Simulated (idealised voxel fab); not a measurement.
process module | voxel transistor to metal
cross-section cut | 215 nm wide | cells 5 nm
A cross-section is a grid of square cells, given in bands from the top down. A band is one or more rows of cells.
Each band's line starts with the height of the band's top and of its bottom, in nm. Then come its materials from left to right, each with its width in nm. One material with "throughout" fills the band from edge to edge. "air" is empty space.
Height 0 is the level under which the wafer as received is all one material. The lowest band goes on downwards, as in "0 down".
A width such as "30 to 40" changes by the same amount from each row of cells to the next, from the band's top row to its bottom row.
"no change" after a step means that no cell of the cross-section changed.
closed voids: empty space of 8 cells or more with no open way to the top, each as width x height at its distance from the left edge, in nm
after a step's settings: what the simulator itself notes on the step
overlay nm, on a step with a mask: how far to the right of its planned place the mask lay; to the left if negative
plan
1 op RECEIVE | material Si
2 op OXIDIZE | depth nm 5
3 op CONFORMAL_DEP | material SiN | thk nm 15
4 op PATTERN | tone cover | mask id ACTIVE | material resist | width nm 100 | thk nm 20 | overlay nm 0
5 op DIRECTIONAL_ETCH | etch materials SiN | depth nm 15
6 op DIRECTIONAL_ETCH | etch materials SiO2 | depth nm 5
7 op DIRECTIONAL_ETCH | etch materials Si | depth nm 20
8 op STRIP | etch materials resist
9 op FILL_DEP | material SiO2 | thk nm 15
10 op CMP | height nm 15
11 op SELECTIVE_ETCH | etch materials SiO2 | depth nm 10
12 op STRIP | etch materials SiN
13 op SELECTIVE_ETCH | etch materials SiO2 | depth nm 5
14 op OXIDIZE | depth nm 5
15 op DIRECTIONAL_DEP | material polySi | thk nm 20
16 op DIRECTIONAL_DEP | material SiCN | thk nm 10
17 op PATTERN | tone cover | mask id GATE | material resist | width nm 20 | thk nm 15 | overlay nm 0
18 op DIRECTIONAL_ETCH | etch materials SiCN | depth nm 20
19 op DIRECTIONAL_ETCH | etch materials polySi | depth nm 30
20 op STRIP | etch materials resist
21 op CONFORMAL_DEP | material SiN | thk nm 5
22 op DIRECTIONAL_ETCH | etch materials SiN | depth nm 5
23 op DIRECTIONAL_ETCH | etch materials SiO2 | depth nm 5
24 op DIRECTIONAL_ETCH | etch materials Si | depth nm 5
25 op EPI | material SiGe | thk nm 5
26 op FILL_DEP | material SiO2 | thk nm 10
27 op CMP | height nm 25
28 op DIRECTIONAL_DEP | material SiO2 | thk nm 15
29 op PATTERN | tone open | mask id CONTACT | material resist | width nm 30 | pitch nm 60 | thk nm 20 | overlay nm 0
30 op DIRECTIONAL_ETCH | etch materials SiO2 | depth nm 50
31 op STRIP | etch materials resist
32 op CONFORMAL_DEP | material TiN | thk nm 5
33 op FILL_DEP | material W | thk nm 5
34 op CMP | height nm 40
35 op DIRECTIONAL_DEP | material TiN | thk nm 5
36 op DIRECTIONAL_DEP | material Ru | thk nm 20
37 op PATTERN | tone cover | mask id METAL_1 | material resist | width nm 15 | pitch nm 75 | thk nm 15 | overlay nm 0
38 op DIRECTIONAL_ETCH | etch materials Ru | depth nm 20
39 op DIRECTIONAL_ETCH | etch materials TiN | depth nm 5
40 op STRIP | etch materials resist
41 op FILL_DEP | material lowk | thk nm 10
42 op CMP | height nm 65
43 op CONFORMAL_DEP | material SiN | thk nm 5
as received, after step 1
  0 down: Si throughout
  closed voids: none
a wafer at the end: this start, this plan, one mistake
  70 to 65: SiN throughout
  65 to 50: lowk 60 | Ru 15 | lowk 60 | Ru 15 | lowk 65
  50 to 45: lowk 60 | TiN 15 | lowk 60 | TiN 15 | lowk 65
  45 to 40: TiN 65 | W 20 | TiN 40 | W 20 | TiN 70
  40 to 25: SiO2 60 | TiN 5 | W 20 | TiN 5 | SiO2 30 | TiN 5 | W 20 | TiN 5 | SiO2 65
  25 to 15: SiO2 60 | TiN 5 | W 20 | TiN 5 | SiN 5 | SiCN 20 | SiN 5 | TiN 5 | W 20 | TiN 5 | SiO2 65
  15 to 0: SiO2 60 | TiN 5 | W 20 | TiN 5 | SiN 5 | polySi 20 | SiN 5 | TiN 5 | W 20 | TiN 5 | SiO2 65
  0 to -5: SiO2 50 | SiN 5 | SiO2 5 | TiN 5 | W 15 | TiN 10 | SiN 5 | polySi 20 | SiN 5 | TiN 10 | W 15 | TiN 5 | SiO2 5 | SiN 5 | SiO2 55
  -5 to -10: SiO2 60 | TiN 25 | SiGe 5 | SiO2 30 | SiGe 5 | TiN 25 | SiO2 65
  -10 to -15: SiO2 55 | SiGe 35 | Si 30 | SiGe 35 | SiO2 60
  -15 to -25: SiO2 55 | Si 100 | SiO2 60
  -25 down: Si throughout
  closed voids: none
what went wrong: step 34 ran as: op CMP | height nm 45
